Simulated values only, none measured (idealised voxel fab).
The following is a process module called voxel tone inversion.
Pictured: cross-section cut, 235 nm wide, on a grid of 5 nm square cells.
How to read a cross-section here: the picture is a grid of square cells, written as bands going from the top down, and any band can span one or more rows of cells.
For a band, the entry starts with two heights in nm, that of the top and then that of the bottom, and carries on with the band's materials in order from left to right, each alongside its width in nm; the word "throughout" beside a single material means it fills the band edge to edge, and "blank" means empty space.
A quick word on heights: they are counted from 0, and under that level the wafer as it came to us is one material throughout. The lowest band is different from the rest in having no bottom; it simply continues downward, written as in "0 and below".
You'd read "30 to 40" like this: the band's top row of cells is as wide as the first number, its bottom row is as wide as the second, and going down, every row changes width by the same amount as the row before did.
"same as before", as given for a step, is the statement that not any cell of the cross-section underwent a change during that step.
Any empty space of 8 cells or more lacking an open way to the top shows up in "Voids, fully enclosed" as width x height at distance, distance from the left edge, in nm.
Text after the settings on a step's line: the simulator's own remark on that step.
Each step line may optionally specify "overlay nm", which for a step with a mask gives the rightward distance between the mask's planned place and where it lay, a negative value indicating the leftward direction.
Planned process steps
- 1: RECEIVE,material Si
- 2: CONFORMAL_DEP,material SiCN,thk nm 5
- 3: DIRECTIONAL_DEP,material aC,thk nm 20
- 4: PATTERN,tone cover,mask id POSTS,material resist,width nm 20,pitch nm 40,thk nm 30,overlay nm 0
- 5: DIRECTIONAL_ETCH,etch materials aC,depth nm 20
- 6: STRIP,etch materials resist
- 7: FILL_DEP,material SiO2,thk nm 10
- 8: CMP,height nm 25
- 9: STRIP,etch materials aC
- 10: CONFORMAL_DEP,material TiN,thk nm 5
- 11: FILL_DEP,material Ru,thk nm 10
- 12: CMP,height nm 25
- 13: CONFORMAL_DEP,material SiCN,thk nm 5
Cross-section of the wafer upon arrival, representing the state reached after step 1
- 0 and below = Si throughout
- Voids, fully enclosed: none
Here's the cross-section of the first of our two wafers at the end of the module - it ran as planned
- 30 down to 25 = SiCN throughout
- 25 down to 10 = SiO2 85, TiN 5, Ru 10, TiN 5, SiO2 20, TiN 5, Ru 10, TiN 5, SiO2 90
- 10 down to 5 = SiO2 85, TiN 20, SiO2 20, TiN 20, SiO2 90
- 5 down to 0 = SiCN throughout
- 0 and below = Si throughout
- Voids, fully enclosed: none
Second wafer of the two, sectioned at the end of the module. It began like the first and followed the same plan, but one mistake was made while running it
- 30 down to 25 = SiCN throughout
- 25 down to 10 = SiO2 80, TiN 5, Ru 10, TiN 5, SiO2 20, TiN 5, Ru 10, TiN 5, SiO2 95
- 10 down to 5 = SiO2 80, TiN 20, SiO2 20, TiN 20, SiO2 95
- 5 down to 0 = SiCN throughout
- 0 and below = Si throughout
- Voids, fully enclosed: none
Deviation from plan: step 4 off recipe, ran as PATTERN,tone cover,mask id POSTS,material resist,width nm 20,pitch nm 40,thk nm 30,overlay nm -5
Heads up: at the end the two wafers have identical cell counts per material, they're just laid out differently.
